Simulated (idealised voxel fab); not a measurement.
The process module presented herein is designated voxel wiring stack.
Square cell edge 5 nm, section width 265 nm, ID cut.
For the purposes of this document, a cross-section shall be understood as a grid of square cells, specified as bands listed in top-to-bottom order, each band consisting of one or more rows of cells. What a band's entry tells you: where the top is and where the bottom is, as heights in nm, and after that what lies inside, material by material from left to right, each with its width in nm. Empty space is written as the word "blank", and a single material marked with the word "everywhere" occupies the band from edge to edge. Heights from 0 (as-received wafer is one material below). Bottom band endless downward, as "0 down". The expression "30..40" gives the width at the extremes of the band, the first number at its top row of cells and the second at its bottom row, with the width changing by equal amounts from each row to the next in between. Given "no alteration" for a step, no cell of the cross-section differs between before and after that step. The label "Sealed void list" introduces a list of the empty spaces, 8 cells or larger, that have no open way up to the top; each entry in it reads width x height at distance, where the distance is taken from the left edge and all three are stated in nm. Anything after a step's settings on that line? It's the simulator's own note about the step. Steps that use a mask can have "overlay nm" on their line. It says how far the mask sat to the right of where it was meant to be. Negative means to the left.
The following list gives the planned process steps
1: op RECEIVE | material Si
2: op CONFORMAL_DEP | material SiO2 | thk nm 15
3: op CONFORMAL_DEP | material SiN | thk nm 5
4: op DIRECTIONAL_DEP | material lowk | thk nm 25
5: op DIRECTIONAL_DEP | material aC | thk nm 10
6: op PATTERN | tone open | mask id METAL_1 | material resist | width nm 25 | pitch nm 45 | thk nm 25 | overlay nm 0
7: op DIRECTIONAL_ETCH | etch materials aC | depth nm 10
8: op STRIP | etch materials resist
9: op DIRECTIONAL_ETCH | etch materials lowk | depth nm 25
10: op DIRECTIONAL_ETCH | etch materials SiN | depth nm 5
11: op STRIP | etch materials aC
12: op CONFORMAL_DEP | material TiN | thk nm 5
13: op FILL_DEP | material Cu | thk nm 10
14: op CMP | height nm 45
15: op CONFORMAL_DEP | material SiCN | thk nm 5
16: op DIRECTIONAL_DEP | material SiO2 | thk nm 10
17: op DIRECTIONAL_DEP | material aC | thk nm 10
18: op PATTERN | tone open | mask id PLUG_1 | material resist | width nm 15 | thk nm 25 | overlay nm 0
19: op DIRECTIONAL_ETCH | etch materials aC | depth nm 10
20: op STRIP | etch materials resist
21: op DIRECTIONAL_ETCH | etch materials SiO2 | depth nm 10
22: op DIRECTIONAL_ETCH | etch materials SiCN | depth nm 5
23: op STRIP | etch materials aC
24: op CONFORMAL_DEP | material TiN | thk nm 5
25: op FILL_DEP | material Ru | thk nm 10
26: op CMP | height nm 60
27: op CONFORMAL_DEP | material SiN | thk nm 5
28: op DIRECTIONAL_DEP | material SiO2 | thk nm 15
29: op MASKED_ETCH | tone open | mask id METAL_2 | width nm 25 | pitch nm 45 | etch materials SiO2 | depth nm 15 | overlay nm 0
30: op MASKED_ETCH | tone open | mask id METAL_2 | width nm 25 | pitch nm 45 | etch materials SiN | depth nm 5 | overlay nm 0
31: op CONFORMAL_DEP | material TiN | thk nm 5
32: op FILL_DEP | material W | thk nm 10
33: op CMP | height nm 80
34: op CONFORMAL_DEP | material SiCN | thk nm 5
35: op DIRECTIONAL_DEP | material lowk | thk nm 20
36: op MASKED_ETCH | tone open | mask id PLUG_2 | width nm 15 | pitch nm 45 | etch materials lowk | depth nm 20 | overlay nm 0
37: op MASKED_ETCH | tone open | mask id PLUG_2 | width nm 15 | pitch nm 45 | etch materials SiCN | depth nm 5 | overlay nm 0
38: op CONFORMAL_DEP | material TiN | thk nm 5
39: op FILL_DEP | material W | thk nm 10
40: op CMP | height nm 105
41: op CONFORMAL_DEP | material SiN | thk nm 5
42: op DIRECTIONAL_DEP | material SiO2 | thk nm 20
43: op DIRECTIONAL_DEP | material aC | thk nm 15
44: op PATTERN | tone open | mask id METAL_3 | material resist | width nm 25 | pitch nm 45 | thk nm 30 | overlay nm 0
45: op DIRECTIONAL_ETCH | etch materials aC | depth nm 15
46: op STRIP | etch materials resist
47: op DIRECTIONAL_ETCH | etch materials SiO2 | depth nm 20
48: op DIRECTIONAL_ETCH | etch materials SiN | depth nm 5
49: op STRIP | etch materials aC
50: op CONFORMAL_DEP | material TiN | thk nm 5
51: op FILL_DEP | material W | thk nm 10
52: op CMP | height nm 130
53: op EPI | material Ru | thk nm 5
54: op FILL_DEP | material SiCN | thk nm 5
Wafer at receipt (post step 1), cross-section
0 down: Si everywhere
Sealed void list: none
Cross-section at module end, one run error; start and plan unchanged from above
140 to 135: SiCN everywhere
135 to 130: SiCN (90) | Ru (35) | SiCN (10) | Ru (35) | SiCN (95)
130 to 110: SiO2 (95) | TiN (5) | W (15) | TiN (5) | SiO2 (20) | TiN (5) | W (15) | TiN (5) | SiO2 (100)
110 to 105: SiN (95) | TiN (25) | SiN (20) | TiN (25) | SiN (100)
105 to 85: lowk (95) | TiN (5) | W (5) | TiN (5) | lowk (30) | TiN (5) | W (5) | TiN (5) | lowk (110)
85 to 80: SiCN (95) | TiN (15) | SiCN (30) | TiN (15) | SiCN (110)
80 to 65: Cu everywhere
65 to 60: SiN everywhere
60 to 50: SiO2 (95) | TiN (5) | Ru (5) | TiN (5) | SiO2 (155)
50 to 45: SiCN (95) | TiN (15) | SiCN (155)
45 to 20: lowk (95) | TiN (5) | Cu (15) | TiN (5) | lowk (20) | TiN (5) | Cu (15) | TiN (5) | lowk (100)
20 to 15: SiN (95) | TiN (25) | SiN (20) | TiN (25) | SiN (100)
15 to 0: SiO2 everywhere
0 down: Si everywhere
Sealed void list: none
Run error: contrary to plan, step 28 was performed as op DIRECTIONAL_DEP | material Cu | thk nm 15
